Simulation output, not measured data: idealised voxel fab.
This is a process module. Its name is voxel capacitor over wiring.
Cross-section cut: width 245 nm, square cells of 5 nm.
A cross-section is written here as square cells arranged in a grid, and it is given in bands from the top down, each band taking up one or more rows of cells. Band: top height; bottom height; in nm. Then, left to right: material with width in nm, for each material. "full width": a single material spanning edge to edge. "blank": empty space. Where do heights start? At 0: under that level the wafer as delivered is made of one material only. And the lowest band has no floor; it just carries on downward, as in "top 0, no bottom". Width "30..40": first value at the band's top row of cells, second value at its bottom row, equal change from row to row. What does "remained unchanged" mean for a step? It means no cell of the cross-section changed in that step. The entry "Closed internal voids" lists the empty spaces that cover at least 8 cells and have no open path to the top. Each is written as width x height at distance, where the distance is measured from the left edge and all three values are in nm. Note: text after step settings on the step line = simulator remark on that step. "overlay nm" on a masked step: distance the mask lay right of its planned place, negative for left.

## plan
1: RECEIVE [material Si]
2: CONFORMAL_DEP [material SiO2] [thk nm 15]
3: CONFORMAL_DEP [material SiN] [thk nm 5]
4: DIRECTIONAL_DEP [material SiO2] [thk nm 20]
5: DIRECTIONAL_DEP [material aC] [thk nm 10]
6: PATTERN [tone open] [mask id METAL_1] [material resist] [width nm 25] [pitch nm 90] [thk nm 25] [overlay nm 0]
7: DIRECTIONAL_ETCH [etch materials aC] [depth nm 10]
8: STRIP [etch materials resist]
9: DIRECTIONAL_ETCH [etch materials SiO2] [depth nm 20]
10: DIRECTIONAL_ETCH [etch materials SiN] [depth nm 5]
11: STRIP [etch materials aC]
12: CONFORMAL_DEP [material TiN] [thk nm 5]
13: FILL_DEP [material W] [thk nm 10]
14: CMP [height nm 40]
15: CONFORMAL_DEP [material SiCN] [thk nm 5]
16: DIRECTIONAL_DEP [material lowk] [thk nm 20]
17: MASKED_ETCH [tone open] [mask id PLUG_1] [width nm 15] [etch materials lowk] [depth nm 20] [overlay nm 0]
18: MASKED_ETCH [tone open] [mask id PLUG_1] [width nm 15] [etch materials SiCN] [depth nm 5] [overlay nm 0]
19: CONFORMAL_DEP [material TiN] [thk nm 5]
20: FILL_DEP [material W] [thk nm 5]
21: CMP [height nm 65]
22: DIRECTIONAL_DEP [material TiN] [thk nm 10]
23: DIRECTIONAL_DEP [material HfO2] [thk nm 5]
24: DIRECTIONAL_DEP [material TiN] [thk nm 10]
25: DIRECTIONAL_DEP [material aC] [thk nm 15]
26: PATTERN [tone cover] [mask id UPPER_PLATE] [material resist] [width nm 70] [thk nm 30] [overlay nm 0]
27: DIRECTIONAL_ETCH [etch materials aC] [depth nm 15]
28: STRIP [etch materials resist]
29: DIRECTIONAL_ETCH [etch materials TiN] [depth nm 10]
30: DIRECTIONAL_ETCH [etch materials HfO2] [depth nm 5]
31: STRIP [etch materials aC]
32: DIRECTIONAL_DEP [material aC] [thk nm 15]
33: PATTERN [tone cover] [mask id LOWER_PLATE] [material resist] [width nm 80] [thk nm 30] [overlay nm 0]
34: DIRECTIONAL_ETCH [etch materials aC] [depth nm 15]
35: STRIP [etch materials resist]
36: DIRECTIONAL_ETCH [etch materials TiN] [depth nm 10]
37: STRIP [etch materials aC]
38: FILL_DEP [material SiO2] [thk nm 15]
39: CMP [height nm 100]
40: DIRECTIONAL_DEP [material aC] [thk nm 15]
41: PATTERN [tone open] [mask id PLUG_2] [material resist] [width nm 15] [thk nm 35] [overlay nm 0]
42: DIRECTIONAL_ETCH [etch materials aC] [depth nm 15]
43: STRIP [etch materials resist]
44: DIRECTIONAL_ETCH [etch materials SiO2] [depth nm 10]
45: STRIP [etch materials aC]
46: CONFORMAL_DEP [material TiN] [thk nm 5]
47: FILL_DEP [material Ru] [thk nm 10]
48: CMP [height nm 100]
49: CONFORMAL_DEP [material SiN] [thk nm 5]

## Received-state cross-section, reflecting completion of step 1
	top 0, no bottom  Si full width
	Closed internal voids: none

## As-planned run: cross-section of the first of two wafers at end of module
	top 105, bottom 100  SiN full width
	top 100, bottom 95  85 of SiO2, then 5 of TiN, then 5 of Ru, then 5 of TiN, then 145 of SiO2
	top 95, bottom 90  85 of SiO2, then 15 of TiN, then 145 of SiO2
	top 90, bottom 80  75 of SiO2, then 70 of TiN, then 100 of SiO2
	top 80, bottom 75  75 of SiO2, then 70 of HfO2, then 100 of SiO2
	top 75, bottom 65  70 of SiO2, then 80 of TiN, then 95 of SiO2
	top 65, bottom 45  75 of lowk, then 5 of TiN, then 5 of W, then 5 of TiN, then 155 of lowk
	top 45, bottom 40  75 of SiCN, then 15 of TiN, then 155 of SiCN
	top 40, bottom 20  65 of SiO2, then 5 of TiN, then 15 of W, then 5 of TiN, then 65 of SiO2, then 5 of TiN, then 15 of W, then 5 of TiN, then 65 of SiO2
	top 20, bottom 15  65 of SiN, then 25 of TiN, then 65 of SiN, then 25 of TiN, then 65 of SiN
	top 15, bottom 0  SiO2 full width
	top 0, no bottom  Si full width
	Closed internal voids: none

## Second wafer through the module, sectioned at the end: same beginning and same plan as the first wafer, with one mistake in carrying it out
	top 105, bottom 100  SiN full width
	top 100, bottom 95  85 of SiO2, then 5 of TiN, then 5 of Ru, then 5 of TiN, then 145 of SiO2
	top 95, bottom 90  85 of SiO2, then 15 of TiN, then 145 of SiO2
	top 90, bottom 80  75 of SiO2, then 70 of TiN, then 100 of SiO2
	top 80, bottom 75  75 of SiO2, then 70 of HfO2, then 100 of SiO2
	top 75, bottom 65  70 of SiO2, then 80 of TiN, then 95 of SiO2
	top 65, bottom 45  75 of lowk, then 5 of TiN, then 5 of W, then 5 of TiN, then 155 of lowk
	top 45, bottom 40  75 of SiCN, then 15 of TiN, then 155 of SiCN
	top 40, bottom 30  65 of SiO2, then 5 of TiN, then 15 of W, then 5 of TiN, then 65 of SiO2, then 5 of TiN, then 15 of W, then 5 of TiN, then 65 of SiO2
	top 30, bottom 25  65 of SiN, then 25 of TiN, then 65 of SiN, then 25 of TiN, then 65 of SiN
	top 25, bottom 15  SiN full width
	top 15, bottom 0  SiO2 full width
	top 0, no bottom  Si full width
	Closed internal voids: none
Where did the run depart from the plan? the process deviated at step 3: the operation and settings actually run there were CONFORMAL_DEP [material SiN] [thk nm 15]
Per the end-of-run cell counts, the second wafer holds more or fewer of some materials than the first: 98 more of SiN, 78 fewer of SiO2, 8 fewer of TiN, 12 fewer of W
